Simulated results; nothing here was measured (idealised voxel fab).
Name of the process module below: voxel transistor to metal
Xsec cut, 180 nm wide, square cell size 5 nm.
Throughout this document, each cross-section is represented as a grid of square cells and is presented as a sequence of bands enumerated from the top downward, where a band comprises one or more rows of cells.
The band entry comprises the height of the band's top followed by the height of its bottom, expressed in nm, and subsequently the band's materials from left to right, each stated together with its width in nm. Where a single material is marked with the word "everywhere", that material fills the band from edge to edge. The word "air" represents empty space.
Heights from 0 (as-received wafer is one material below). Bottom band endless downward, as "0 and below".
A width given as "30 to 40" starts at the first number in the band's top row and ends at the second number in its bottom row, shifting by an equal amount at every step from row to row.
"no modification", as given for a step, is the statement that not any cell of the cross-section underwent a change during that step.
Fully sealed cavities: empty space of 8 cells or more with no open way to the top, each as width x height at its distance from the left edge, in nm
On a step's line, text after the settings is the simulator commenting on that step.
The optional step-line setting "overlay nm" applies to steps with a mask and quantifies how far to the right of its planned location the mask lay, a negative value indicating leftward placement.

Steps in the process plan:
1,RECEIVE with material Si
2,CONFORMAL_DEP with material SiO2, thk nm 5
3,CONFORMAL_DEP with material SiN, thk nm 10
4,MASKED_ETCH with tone cover, mask id ACTIVE, width nm 110, etch materials SiN, depth nm 10, overlay nm 0
5,MASKED_ETCH with tone cover, mask id ACTIVE, width nm 110, etch materials SiO2, depth nm 5, overlay nm 0
6,MASKED_ETCH with tone cover, mask id ACTIVE, width nm 110, etch materials Si, depth nm 30, overlay nm 0
7,OXIDIZE with depth nm 5
8,FILL_DEP with material SiO2, thk nm 5
9,CMP with height nm 15
10,SELECTIVE_ETCH with etch materials SiO2, depth nm 10
11,STRIP with etch materials SiN
12,SELECTIVE_ETCH with etch materials SiO2, depth nm 5
13,OXIDIZE with depth nm 5
14,DIRECTIONAL_DEP with material polySi, thk nm 20
15,DIRECTIONAL_DEP with material SiCN, thk nm 10
16,PATTERN with tone cover, mask id GATE, material resist, width nm 30, thk nm 15, overlay nm 0
17,DIRECTIONAL_ETCH with etch materials SiCN, depth nm 20
18,DIRECTIONAL_ETCH with etch materials polySi, depth nm 30
19,STRIP with etch materials resist
20,CONFORMAL_DEP with material SiN, thk nm 10
21,DIRECTIONAL_ETCH with etch materials SiN, depth nm 10
22,DIRECTIONAL_ETCH with etch materials SiO2, depth nm 5
23,EPI with material pSi, thk nm 5
24,FILL_DEP with material SiO2, thk nm 10
25,CMP with height nm 20
26,STRIP with etch materials polySi
27,SELECTIVE_ETCH with etch materials SiO2, depth nm 5
28,CONFORMAL_DEP with material HfO2, thk nm 5
29,CONFORMAL_DEP with material TiN, thk nm 5
30,FILL_DEP with material W, thk nm 10
31,CMP with height nm 15
32,DIRECTIONAL_DEP with material SiO2, thk nm 10
33,MASKED_ETCH with tone open, mask id CONTACT, width nm 20, pitch nm 80, etch materials SiO2, depth nm 25, overlay nm 0
34,CONFORMAL_DEP with material TiN, thk nm 5
35,FILL_DEP with material Ru, thk nm 5
36,CMP with height nm 25
37,CONFORMAL_DEP with material SiN, thk nm 5
38,DIRECTIONAL_DEP with material lowk, thk nm 20
39,DIRECTIONAL_DEP with material aC, thk nm 15
40,PATTERN with tone open, mask id METAL_1, material resist, width nm 20, pitch nm 80, thk nm 30, overlay nm 0
41,DIRECTIONAL_ETCH with etch materials aC, depth nm 15
42,STRIP with etch materials resist
43,DIRECTIONAL_ETCH with etch materials lowk, depth nm 20
44,DIRECTIONAL_ETCH with etch materials SiN, depth nm 5
45,STRIP with etch materials aC
46,CONFORMAL_DEP with material TiN, thk nm 5
47,FILL_DEP with material Cu, thk nm 5
48,CMP with height nm 50
49,CONFORMAL_DEP with material SiCN, thk nm 5
50,DIRECTIONAL_DEP with material SiO2, thk nm 30
51,MASKED_ETCH with tone open, mask id METAL_2_HOLES, width nm 15, pitch nm 80, etch materials SiO2, depth nm 30, overlay nm 0
52,MASKED_ETCH with tone open, mask id METAL_2, width nm 20, pitch nm 80, etch materials SiO2, depth nm 20, overlay nm 0
53,MASKED_ETCH with tone open, mask id METAL_2, width nm 20, pitch nm 80, etch materials SiCN, depth nm 5, overlay nm 0
54,CONFORMAL_DEP with material TiN, thk nm 5
55,FILL_DEP with material Ru, thk nm 10
56,CMP with height nm 85
57,CONFORMAL_DEP with material SiN, thk nm 5

Run as planned: first of two wafers:

Wafer as received: cross-section following step 1:
  0 and below = Si everywhere
  Fully sealed cavities: none

after step 2:
  5 down to 0 = SiO2 everywhere
  Under 0: no change, same as before.

after step 3:
  15 down to 5 = SiN everywhere
  Under 5: no change, same as before.

after step 4:
  15 down to 5 = air: 35 / SiN: 110 / air: 35
  Under 5: no change, same as before.

after step 5:
  15 down to 5 = air: 35 / SiN: 110 / air: 35
  5 down to 0 = air: 35 / SiO2: 110 / air: 35
  Under 0: no change, same as before.

after step 6:
  15 down to 5 = air: 35 / SiN: 110 / air: 35
  5 down to 0 = air: 35 / SiO2: 110 / air: 35
  0 down to -30 = air: 35 / Si: 110 / air: 35
  Under -30: no change, same as before.

after step 7:
  15 down to 5 = air: 35 / SiN: 110 / air: 35
  5 down to 0 = air: 35 / SiO2: 110 / air: 35
  0 down to -30 = air: 35 / SiO2: 5 / Si: 100 / SiO2: 5 / air: 35
  -30 down to -35 = SiO2: 40 / Si: 100 / SiO2: 40
  Under -35: no change, same as before.

after step 8:
  20 down to 15 = SiO2 everywhere
  15 down to 5 = SiO2: 35 / SiN: 110 / SiO2: 35
  5 down to 0 = SiO2 everywhere
  0 down to -35 = SiO2: 40 / Si: 100 / SiO2: 40
  Under -35: no change, same as before.

after step 9:
  15 down to 5 = SiO2: 35 / SiN: 110 / SiO2: 35
  Under 5: no change, same as before.

after step 10:
  15 down to 5 = air: 35 / SiN: 110 / air: 35
  Under 5: no change, same as before.

after step 11:
  5 down to 0 = SiO2 everywhere
  Under 0: no change, same as before.

after step 12:
  0 down to -35 = SiO2: 40 / Si: 100 / SiO2: 40
  Under -35: no change, same as before.

after step 13:
  0 down to -5 = SiO2 everywhere
  Under -5: no change, same as before.

after step 14:
  20 down to 0 = polySi everywhere
  Under 0: no change, same as before.

after step 15:
  30 down to 20 = SiCN everywhere
  Under 20: no change, same as before.

after step 16:
  45 down to 30 = air: 75 / resist: 30 / air: 75
  Under 30: no change, same as before.

after step 17:
  45 down to 30 = air: 75 / resist: 30 / air: 75
  30 down to 20 = air: 75 / SiCN: 30 / air: 75
  Under 20: no change, same as before.

after step 18:
  45 down to 30 = air: 75 / resist: 30 / air: 75
  30 down to 20 = air: 75 / SiCN: 30 / air: 75
  20 down to 0 = air: 75 / polySi: 30 / air: 75
  Under 0: no change, same as before.

after step 19:
  30 down to 20 = air: 75 / SiCN: 30 / air: 75
  Under 20: no change, same as before.

after step 20:
  40 down to 30 = air: 65 / SiN: 50 / air: 65
  30 down to 20 = air: 65 / SiN: 10 / SiCN: 30 / SiN: 10 / air: 65
  20 down to 10 = air: 65 / SiN: 10 / polySi: 30 / SiN: 10 / air: 65
  10 down to 0 = SiN: 75 / polySi: 30 / SiN: 75
  Under 0: no change, same as before.

after step 21:
  30 down to 20 = air: 65 / SiN: 10 / SiCN: 30 / SiN: 10 / air: 65
  20 down to 0 = air: 65 / SiN: 10 / polySi: 30 / SiN: 10 / air: 65
  Under 0: no change, same as before.

after step 22:
  30 down to 20 = air: 65 / SiN: 10 / SiCN: 30 / SiN: 10 / air: 65
  20 down to 0 = air: 65 / SiN: 10 / polySi: 30 / SiN: 10 / air: 65
  0 down to -5 = air: 65 / SiO2: 50 / air: 65
  Under -5: no change, same as before.

after step 23:
  30 down to 20 = air: 65 / SiN: 10 / SiCN: 30 / SiN: 10 / air: 65
  20 down to 0 = air: 65 / SiN: 10 / polySi: 30 / SiN: 10 / air: 65
  0 down to -5 = air: 35 / pSi: 30 / SiO2: 50 / pSi: 30 / air: 35
  Under -5: no change, same as before.

after step 24:
  40 down to 30 = SiO2 everywhere
  30 down to 20 = SiO2: 65 / SiN: 10 / SiCN: 30 / SiN: 10 / SiO2: 65
  20 down to 0 = SiO2: 65 / SiN: 10 / polySi: 30 / SiN: 10 / SiO2: 65
  0 down to -5 = SiO2: 35 / pSi: 30 / SiO2: 50 / pSi: 30 / SiO2: 35
  Under -5: no change, same as before.

after step 25:
  20 down to 0 = SiO2: 65 / SiN: 10 / polySi: 30 / SiN: 10 / SiO2: 65
  Under 0: no change, same as before.

after step 26:
  20 down to 0 = SiO2: 65 / SiN: 10 / air: 30 / SiN: 10 / SiO2: 65
  Under 0: no change, same as before.

after step 27:
  20 down to 15 = air: 65 / SiN: 10 / air: 30 / SiN: 10 / air: 65
  15 down to 0 = SiO2: 65 / SiN: 10 / air: 30 / SiN: 10 / SiO2: 65
  0 down to -5 = SiO2: 35 / pSi: 30 / SiO2: 5 / air: 40 / SiO2: 5 / pSi: 30 / SiO2: 35
  Under -5: no change, same as before.

after step 28:
  25 down to 20 = air: 60 / HfO2: 20 / air: 20 / HfO2: 20 / air: 60
  20 down to 15 = HfO2: 65 / SiN: 10 / HfO2: 5 / air: 20 / HfO2: 5 / SiN: 10 / HfO2: 65
  15 down to 0 = SiO2: 65 / SiN: 10 / HfO2: 5 / air: 20 / HfO2: 5 / SiN: 10 / SiO2: 65
  0 down to -5 = SiO2: 35 / pSi: 30 / SiO2: 5 / HfO2: 40 / SiO2: 5 / pSi: 30 / SiO2: 35
  Under -5: no change, same as before.

after step 29:
  30 down to 25 = air: 55 / TiN: 30 / air: 10 / TiN: 30 / air: 55
  25 down to 20 = TiN: 60 / HfO2: 20 / TiN: 5 / air: 10 / TiN: 5 / HfO2: 20 / TiN: 60
  20 down to 15 = HfO2: 65 / SiN: 10 / HfO2: 5 / TiN: 5 / air: 10 / TiN: 5 / HfO2: 5 / SiN: 10 / HfO2: 65
  15 down to 5 = SiO2: 65 / SiN: 10 / HfO2: 5 / TiN: 5 / air: 10 / TiN: 5 / HfO2: 5 / SiN: 10 / SiO2: 65
  5 down to 0 = SiO2: 65 / SiN: 10 / HfO2: 5 / TiN: 20 / HfO2: 5 / SiN: 10 / SiO2: 65
  Under 0: no change, same as before.

after step 30:
  40 down to 30 = W everywhere
  30 down to 25 = W: 55 / TiN: 30 / W: 10 / TiN: 30 / W: 55
  25 down to 20 = TiN: 60 / HfO2: 20 / TiN: 5 / W: 10 / TiN: 5 / HfO2: 20 / TiN: 60
  20 down to 15 = HfO2: 65 / SiN: 10 / HfO2: 5 / TiN: 5 / W: 10 / TiN: 5 / HfO2: 5 / SiN: 10 / HfO2: 65
  15 down to 5 = SiO2: 65 / SiN: 10 / HfO2: 5 / TiN: 5 / W: 10 / TiN: 5 / HfO2: 5 / SiN: 10 / SiO2: 65
  Under 5: no change, same as before.

after step 31:
  15 down to 5 = SiO2: 65 / SiN: 10 / HfO2: 5 / TiN: 5 / W: 10 / TiN: 5 / HfO2: 5 / SiN: 10 / SiO2: 65
  Under 5: no change, same as before.

after step 32:
  25 down to 15 = SiO2 everywhere
  Under 15: no change, same as before.

after step 33:
  25 down to 15 = SiO2: 40 / air: 20 / SiO2: 60 / air: 20 / SiO2: 40
  15 down to 5 = SiO2: 40 / air: 20 / SiO2: 5 / SiN: 10 / HfO2: 5 / TiN: 5 / W: 10 / TiN: 5 / HfO2: 5 / SiN: 10 / SiO2: 5 / air: 20 / SiO2: 40
  5 down to 0 = SiO2: 40 / air: 20 / SiO2: 5 / SiN: 10 / HfO2: 5 / TiN: 20 / HfO2: 5 / SiN: 10 / SiO2: 5 / air: 20 / SiO2: 40
  Under 0: no change, same as before.

after step 34:
  30 down to 25 = TiN: 45 / air: 10 / TiN: 70 / air: 10 / TiN: 45
  25 down to 15 = SiO2: 40 / TiN: 5 / air: 10 / TiN: 5 / SiO2: 60 / TiN: 5 / air: 10 / TiN: 5 / SiO2: 40
  15 down to 5 = SiO2: 40 / TiN: 5 / air: 10 / TiN: 5 / SiO2: 5 / SiN: 10 / HfO2: 5 / TiN: 5 / W: 10 / TiN: 5 / HfO2: 5 / SiN: 10 / SiO2: 5 / TiN: 5 / air: 10 / TiN: 5 / SiO2: 40
  5 down to 0 = SiO2: 40 / TiN: 20 / SiO2: 5 / SiN: 10 / HfO2: 5 / TiN: 20 / HfO2: 5 / SiN: 10 / SiO2: 5 / TiN: 20 / SiO2: 40
  Under 0: no change, same as before.

after step 35:
  35 down to 30 = Ru everywhere
  30 down to 25 = TiN: 45 / Ru: 10 / TiN: 70 / Ru: 10 / TiN: 45
  25 down to 15 = SiO2: 40 / TiN: 5 / Ru: 10 / TiN: 5 / SiO2: 60 / TiN: 5 / Ru: 10 / TiN: 5 / SiO2: 40
  15 down to 5 = SiO2: 40 / TiN: 5 / Ru: 10 / TiN: 5 / SiO2: 5 / SiN: 10 / HfO2: 5 / TiN: 5 / W: 10 / TiN: 5 / HfO2: 5 / SiN: 10 / SiO2: 5 / TiN: 5 / Ru: 10 / TiN: 5 / SiO2: 40
  Under 5: no change, same as before.

after step 36:
  25 down to 15 = SiO2: 40 / TiN: 5 / Ru: 10 / TiN: 5 / SiO2: 60 / TiN: 5 / Ru: 10 / TiN: 5 / SiO2: 40
  Under 15: no change, same as before.

after step 37:
  30 down to 25 = SiN everywhere
  Under 25: no change, same as before.

after step 38:
  50 down to 30 = lowk everywhere
  Under 30: no change, same as before.

after step 39:
  65 down to 50 = aC everywhere
  Under 50: no change, same as before.

after step 40:
  95 down to 65 = resist: 40 / air: 20 / resist: 60 / air: 20 / resist: 40
  Under 65: no change, same as before.

after step 41:
  80 down to 65 = resist: 40 / air: 20 / resist: 60 / air: 20 / resist: 40
  65 down to 50 = aC: 40 / air: 20 / aC: 60 / air: 20 / aC: 40
  Under 50: no change, same as before.

after step 42:
  65 down to 50 = aC: 40 / air: 20 / aC: 60 / air: 20 / aC: 40
  Under 50: no change, same as before.

after step 43:
  65 down to 50 = aC: 40 / air: 20 / aC: 60 / air: 20 / aC: 40
  50 down to 30 = lowk: 40 / air: 20 / lowk: 60 / air: 20 / lowk: 40
  Under 30: no change, same as before.

after step 44:
  65 down to 50 = aC: 40 / air: 20 / aC: 60 / air: 20 / aC: 40
  50 down to 30 = lowk: 40 / air: 20 / lowk: 60 / air: 20 / lowk: 40
  30 down to 25 = SiN: 40 / air: 20 / SiN: 60 / air: 20 / SiN: 40
  Under 25: no change, same as before.

after step 45:
  50 down to 30 = lowk: 40 / air: 20 / lowk: 60 / air: 20 / lowk: 40
  Under 30: no change, same as before.

after step 46:
  55 down to 50 = TiN: 45 / air: 10 / TiN: 70 / air: 10 / TiN: 45
  50 down to 30 = lowk: 40 / TiN: 5 / air: 10 / TiN: 5 / lowk: 60 / TiN: 5 / air: 10 / TiN: 5 / lowk: 40
  30 down to 25 = SiN: 40 / TiN: 20 / SiN: 60 / TiN: 20 / SiN: 40
  Under 25: no change, same as before.

after step 47:
  60 down to 55 = Cu everywhere
  55 down to 50 = TiN: 45 / Cu: 10 / TiN: 70 / Cu: 10 / TiN: 45
  50 down to 30 = lowk: 40 / TiN: 5 / Cu: 10 / TiN: 5 / lowk: 60 / TiN: 5 / Cu: 10 / TiN: 5 / lowk: 40
  Under 30: no change, same as before.

after step 48:
  50 down to 30 = lowk: 40 / TiN: 5 / Cu: 10 / TiN: 5 / lowk: 60 / TiN: 5 / Cu: 10 / TiN: 5 / lowk: 40
  Under 30: no change, same as before.

after step 49:
  55 down to 50 = SiCN everywhere
  Under 50: no change, same as before.

after step 50:
  85 down to 55 = SiO2 everywhere
  Under 55: no change, same as before.

after step 51:
  85 down to 55 = SiO2: 40 / air: 15 / SiO2: 65 / air: 15 / SiO2: 45
  Under 55: no change, same as before.

after step 52:
  85 down to 65 = SiO2: 40 / air: 20 / SiO2: 60 / air: 20 / SiO2: 40
  Under 65: no change, same as before.

after step 53:
  85 down to 65 = SiO2: 40 / air: 20 / SiO2: 60 / air: 20 / SiO2: 40
  65 down to 55 = SiO2: 40 / air: 15 / SiO2: 65 / air: 15 / SiO2: 45
  55 down to 50 = SiCN: 40 / air: 15 / SiCN: 65 / air: 15 / SiCN: 45
  Under 50: no change, same as before.

after step 54:
  90 down to 85 = TiN: 45 / air: 10 / TiN: 70 / air: 10 / TiN: 45
  85 down to 70 = SiO2: 40 / TiN: 5 / air: 10 / TiN: 5 / SiO2: 60 / TiN: 5 / air: 10 / TiN: 5 / SiO2: 40
  70 down to 65 = SiO2: 40 / TiN: 5 / air: 5 / TiN: 10 / SiO2: 60 / TiN: 5 / air: 5 / TiN: 10 / SiO2: 40
  65 down to 55 = SiO2: 40 / TiN: 5 / air: 5 / TiN: 5 / SiO2: 65 / TiN: 5 / air: 5 / TiN: 5 / SiO2: 45
  55 down to 50 = SiCN: 40 / TiN: 15 / SiCN: 65 / TiN: 15 / SiCN: 45
  Under 50: no change, same as before.

after step 55:
  100 down to 90 = Ru everywhere
  90 down to 85 = TiN: 45 / Ru: 10 / TiN: 70 / Ru: 10 / TiN: 45
  85 down to 70 = SiO2: 40 / TiN: 5 / Ru: 10 / TiN: 5 / SiO2: 60 / TiN: 5 / Ru: 10 / TiN: 5 / SiO2: 40
  70 down to 65 = SiO2: 40 / TiN: 5 / Ru: 5 / TiN: 10 / SiO2: 60 / TiN: 5 / Ru: 5 / TiN: 10 / SiO2: 40
  65 down to 55 = SiO2: 40 / TiN: 5 / Ru: 5 / TiN: 5 / SiO2: 65 / TiN: 5 / Ru: 5 / TiN: 5 / SiO2: 45
  Under 55: no change, same as before.

after step 56:
  85 down to 70 = SiO2: 40 / TiN: 5 / Ru: 10 / TiN: 5 / SiO2: 60 / TiN: 5 / Ru: 10 / TiN: 5 / SiO2: 40
  Under 70: no change, same as before.

after step 57:
  90 down to 85 = SiN everywhere
  Under 85: no change, same as before.

The second wafer was prepared from the same starting point and under the same plan as the first; its processing contained one mistake, and it remains indistinguishable from the first wafer up to and including step 15:

when step 16 should have ended:
  45 down to 30 = resist: 75 / air: 30 / resist: 75
  Under 30: no change, same as before.

when step 17 should have ended:
  45 down to 30 = resist: 75 / air: 30 / resist: 75
  30 down to 20 = SiCN: 75 / air: 30 / SiCN: 75
  Under 20: no change, same as before.

when step 18 should have ended:
  45 down to 30 = resist: 75 / air: 30 / resist: 75
  30 down to 20 = SiCN: 75 / air: 30 / SiCN: 75
  20 down to 0 = polySi: 75 / air: 30 / polySi: 75
  Under 0: no change, same as before.

when step 19 should have ended:
  30 down to 20 = SiCN: 75 / air: 30 / SiCN: 75
  Under 20: no change, same as before.

when step 20 should have ended:
  40 down to 30 = SiN: 85 / air: 10 / SiN: 85
  30 down to 20 = SiCN: 75 / SiN: 10 / air: 10 / SiN: 10 / SiCN: 75
  20 down to 10 = polySi: 75 / SiN: 10 / air: 10 / SiN: 10 / polySi: 75
  10 down to 0 = polySi: 75 / SiN: 30 / polySi: 75
  Under 0: no change, same as before.

when step 21 should have ended:
  30 down to 20 = SiCN: 75 / SiN: 10 / air: 10 / SiN: 10 / SiCN: 75
  20 down to 0 = polySi: 75 / SiN: 10 / air: 10 / SiN: 10 / polySi: 75
  Under 0: no change, same as before.

when step 22 should have ended:
  30 down to 20 = SiCN: 75 / SiN: 10 / air: 10 / SiN: 10 / SiCN: 75
  20 down to 0 = polySi: 75 / SiN: 10 / air: 10 / SiN: 10 / polySi: 75
  0 down to -5 = SiO2: 85 / air: 10 / SiO2: 85
  Under -5: no change, same as before.

when step 23 should have ended:
  30 down to 20 = SiCN: 75 / SiN: 10 / air: 10 / SiN: 10 / SiCN: 75
  20 down to 0 = polySi: 75 / SiN: 10 / air: 10 / SiN: 10 / polySi: 75
  0 down to -5 = SiO2: 85 / pSi: 10 / SiO2: 85
  Under -5: no change, same as before.

when step 24 should have ended:
  40 down to 30 = SiO2 everywhere
  30 down to 20 = SiCN: 75 / SiN: 10 / SiO2: 10 / SiN: 10 / SiCN: 75
  20 down to 0 = polySi: 75 / SiN: 10 / SiO2: 10 / SiN: 10 / polySi: 75
  Under 0: no change, same as before.

when step 25 should have ended:
  20 down to 0 = polySi: 75 / SiN: 10 / SiO2: 10 / SiN: 10 / polySi: 75
  Under 0: no change, same as before.

when step 26 should have ended:
  20 down to 0 = air: 75 / SiN: 10 / SiO2: 10 / SiN: 10 / air: 75
  Under 0: no change, same as before.

when step 27 should have ended:
  20 down to 15 = air: 75 / SiN: 10 / air: 10 / SiN: 10 / air: 75
  15 down to 0 = air: 75 / SiN: 10 / SiO2: 10 / SiN: 10 / air: 75
  0 down to -5 = air: 80 / SiO2: 5 / pSi: 10 / SiO2: 5 / air: 80
  Under -5: no change, same as before.

when step 28 should have ended:
  25 down to 20 = air: 70 / HfO2: 40 / air: 70
  20 down to 15 = air: 70 / HfO2: 5 / SiN: 10 / HfO2: 10 / SiN: 10 / HfO2: 5 / air: 70
  15 down to 0 = air: 70 / HfO2: 5 / SiN: 10 / SiO2: 10 / SiN: 10 / HfO2: 5 / air: 70
  0 down to -5 = HfO2: 80 / SiO2: 5 / pSi: 10 / SiO2: 5 / HfO2: 80
  Under -5: no change, same as before.

when step 29 should have ended:
  30 down to 25 = air: 65 / TiN: 50 / air: 65
  25 down to 20 = air: 65 / TiN: 5 / HfO2: 40 / TiN: 5 / air: 65
  20 down to 15 = air: 65 / TiN: 5 / HfO2: 5 / SiN: 10 / HfO2: 10 / SiN: 10 / HfO2: 5 / TiN: 5 / air: 65
  15 down to 5 = air: 65 / TiN: 5 / HfO2: 5 / SiN: 10 / SiO2: 10 / SiN: 10 / HfO2: 5 / TiN: 5 / air: 65
  5 down to 0 = TiN: 70 / HfO2: 5 / SiN: 10 / SiO2: 10 / SiN: 10 / HfO2: 5 / TiN: 70
  Under 0: no change, same as before.

when step 30 should have ended:
  40 down to 30 = W everywhere
  30 down to 25 = W: 65 / TiN: 50 / W: 65
  25 down to 20 = W: 65 / TiN: 5 / HfO2: 40 / TiN: 5 / W: 65
  20 down to 15 = W: 65 / TiN: 5 / HfO2: 5 / SiN: 10 / HfO2: 10 / SiN: 10 / HfO2: 5 / TiN: 5 / W: 65
  15 down to 5 = W: 65 / TiN: 5 / HfO2: 5 / SiN: 10 / SiO2: 10 / SiN: 10 / HfO2: 5 / TiN: 5 / W: 65
  Under 5: no change, same as before.

when step 31 should have ended:
  15 down to 5 = W: 65 / TiN: 5 / HfO2: 5 / SiN: 10 / SiO2: 10 / SiN: 10 / HfO2: 5 / TiN: 5 / W: 65
  Under 5: no change, same as before.

when step 32 should have ended:
  25 down to 15 = SiO2 everywhere
  Under 15: no change, same as before.

when step 33 should have ended:
  25 down to 15 = SiO2: 40 / air: 20 / SiO2: 60 / air: 20 / SiO2: 40
  Under 15: no change, same as before.

when step 34 should have ended:
  30 down to 25 = TiN: 45 / air: 10 / TiN: 70 / air: 10 / TiN: 45
  25 down to 20 = SiO2: 40 / TiN: 5 / air: 10 / TiN: 5 / SiO2: 60 / TiN: 5 / air: 10 / TiN: 5 / SiO2: 40
  20 down to 15 = SiO2: 40 / TiN: 20 / SiO2: 60 / TiN: 20 / SiO2: 40
  Under 15: no change, same as before.

when step 35 should have ended:
  35 down to 30 = Ru everywhere
  30 down to 25 = TiN: 45 / Ru: 10 / TiN: 70 / Ru: 10 / TiN: 45
  25 down to 20 = SiO2: 40 / TiN: 5 / Ru: 10 / TiN: 5 / SiO2: 60 / TiN: 5 / Ru: 10 / TiN: 5 / SiO2: 40
  Under 20: no change, same as before.

when step 36 should have ended:
  25 down to 20 = SiO2: 40 / TiN: 5 / Ru: 10 / TiN: 5 / SiO2: 60 / TiN: 5 / Ru: 10 / TiN: 5 / SiO2: 40
  Under 20: no change, same as before.

when step 37 should have ended:
  30 down to 25 = SiN everywhere
  Under 25: no change, same as before.

when step 38 should have ended:
  50 down to 30 = lowk everywhere
  Under 30: no change, same as before.

when step 39 should have ended:
  65 down to 50 = aC everywhere
  Under 50: no change, same as before.

when step 40 should have ended:
  95 down to 65 = resist: 40 / air: 20 / resist: 60 / air: 20 / resist: 40
  Under 65: no change, same as before.

when step 41 should have ended:
  80 down to 65 = resist: 40 / air: 20 / resist: 60 / air: 20 / resist: 40
  65 down to 50 = aC: 40 / air: 20 / aC: 60 / air: 20 / aC: 40
  Under 50: no change, same as before.

when step 42 should have ended:
  65 down to 50 = aC: 40 / air: 20 / aC: 60 / air: 20 / aC: 40
  Under 50: no change, same as before.

when step 43 should have ended:
  65 down to 50 = aC: 40 / air: 20 / aC: 60 / air: 20 / aC: 40
  50 down to 30 = lowk: 40 / air: 20 / lowk: 60 / air: 20 / lowk: 40
  Under 30: no change, same as before.

when step 44 should have ended:
  65 down to 50 = aC: 40 / air: 20 / aC: 60 / air: 20 / aC: 40
  50 down to 30 = lowk: 40 / air: 20 / lowk: 60 / air: 20 / lowk: 40
  30 down to 25 = SiN: 40 / air: 20 / SiN: 60 / air: 20 / SiN: 40
  Under 25: no change, same as before.

when step 45 should have ended:
  50 down to 30 = lowk: 40 / air: 20 / lowk: 60 / air: 20 / lowk: 40
  Under 30: no change, same as before.

when step 46 should have ended:
  55 down to 50 = TiN: 45 / air: 10 / TiN: 70 / air: 10 / TiN: 45
  50 down to 30 = lowk: 40 / TiN: 5 / air: 10 / TiN: 5 / lowk: 60 / TiN: 5 / air: 10 / TiN: 5 / lowk: 40
  30 down to 25 = SiN: 40 / TiN: 20 / SiN: 60 / TiN: 20 / SiN: 40
  Under 25: no change, same as before.

when step 47 should have ended:
  60 down to 55 = Cu everywhere
  55 down to 50 = TiN: 45 / Cu: 10 / TiN: 70 / Cu: 10 / TiN: 45
  50 down to 30 = lowk: 40 / TiN: 5 / Cu: 10 / TiN: 5 / lowk: 60 / TiN: 5 / Cu: 10 / TiN: 5 / lowk: 40
  Under 30: no change, same as before.

when step 48 should have ended:
  50 down to 30 = lowk: 40 / TiN: 5 / Cu: 10 / TiN: 5 / lowk: 60 / TiN: 5 / Cu: 10 / TiN: 5 / lowk: 40
  Under 30: no change, same as before.

when step 49 should have ended:
  55 down to 50 = SiCN everywhere
  Under 50: no change, same as before.

when step 50 should have ended:
  85 down to 55 = SiO2 everywhere
  Under 55: no change, same as before.

when step 51 should have ended:
  85 down to 55 = SiO2: 40 / air: 15 / SiO2: 65 / air: 15 / SiO2: 45
  Under 55: no change, same as before.

when step 52 should have ended:
  85 down to 65 = SiO2: 40 / air: 20 / SiO2: 60 / air: 20 / SiO2: 40
  Under 65: no change, same as before.

when step 53 should have ended:
  85 down to 65 = SiO2: 40 / air: 20 / SiO2: 60 / air: 20 / SiO2: 40
  65 down to 55 = SiO2: 40 / air: 15 / SiO2: 65 / air: 15 / SiO2: 45
  55 down to 50 = SiCN: 40 / air: 15 / SiCN: 65 / air: 15 / SiCN: 45
  Under 50: no change, same as before.

when step 54 should have ended:
  90 down to 85 = TiN: 45 / air: 10 / TiN: 70 / air: 10 / TiN: 45
  85 down to 70 = SiO2: 40 / TiN: 5 / air: 10 / TiN: 5 / SiO2: 60 / TiN: 5 / air: 10 / TiN: 5 / SiO2: 40
  70 down to 65 = SiO2: 40 / TiN: 5 / air: 5 / TiN: 10 / SiO2: 60 / TiN: 5 / air: 5 / TiN: 10 / SiO2: 40
  65 down to 55 = SiO2: 40 / TiN: 5 / air: 5 / TiN: 5 / SiO2: 65 / TiN: 5 / air: 5 / TiN: 5 / SiO2: 45
  55 down to 50 = SiCN: 40 / TiN: 15 / SiCN: 65 / TiN: 15 / SiCN: 45
  Under 50: no change, same as before.

when step 55 should have ended:
  100 down to 90 = Ru everywhere
  90 down to 85 = TiN: 45 / Ru: 10 / TiN: 70 / Ru: 10 / TiN: 45
  85 down to 70 = SiO2: 40 / TiN: 5 / Ru: 10 / TiN: 5 / SiO2: 60 / TiN: 5 / Ru: 10 / TiN: 5 / SiO2: 40
  70 down to 65 = SiO2: 40 / TiN: 5 / Ru: 5 / TiN: 10 / SiO2: 60 / TiN: 5 / Ru: 5 / TiN: 10 / SiO2: 40
  65 down to 55 = SiO2: 40 / TiN: 5 / Ru: 5 / TiN: 5 / SiO2: 65 / TiN: 5 / Ru: 5 / TiN: 5 / SiO2: 45
  Under 55: no change, same as before.

when step 56 should have ended:
  85 down to 70 = SiO2: 40 / TiN: 5 / Ru: 10 / TiN: 5 / SiO2: 60 / TiN: 5 / Ru: 10 / TiN: 5 / SiO2: 40
  Under 70: no change, same as before.

when step 57 should have ended:
  90 down to 85 = SiN everywhere
  Under 85: no change, same as before.
Here's what went sideways: step 16 went in with a setting other than planned; the actual run was PATTERN with tone open, mask id GATE, material resist, width nm 30, thk nm 15, overlay nm 0
Heads up, by the end the second wafer has more or fewer cells of some materials compared to the first: 24 more of HfO2, 12 fewer of Ru, 62 fewer of SiO2, 12 more of TiN, 48 more of W, 10 fewer of pSi
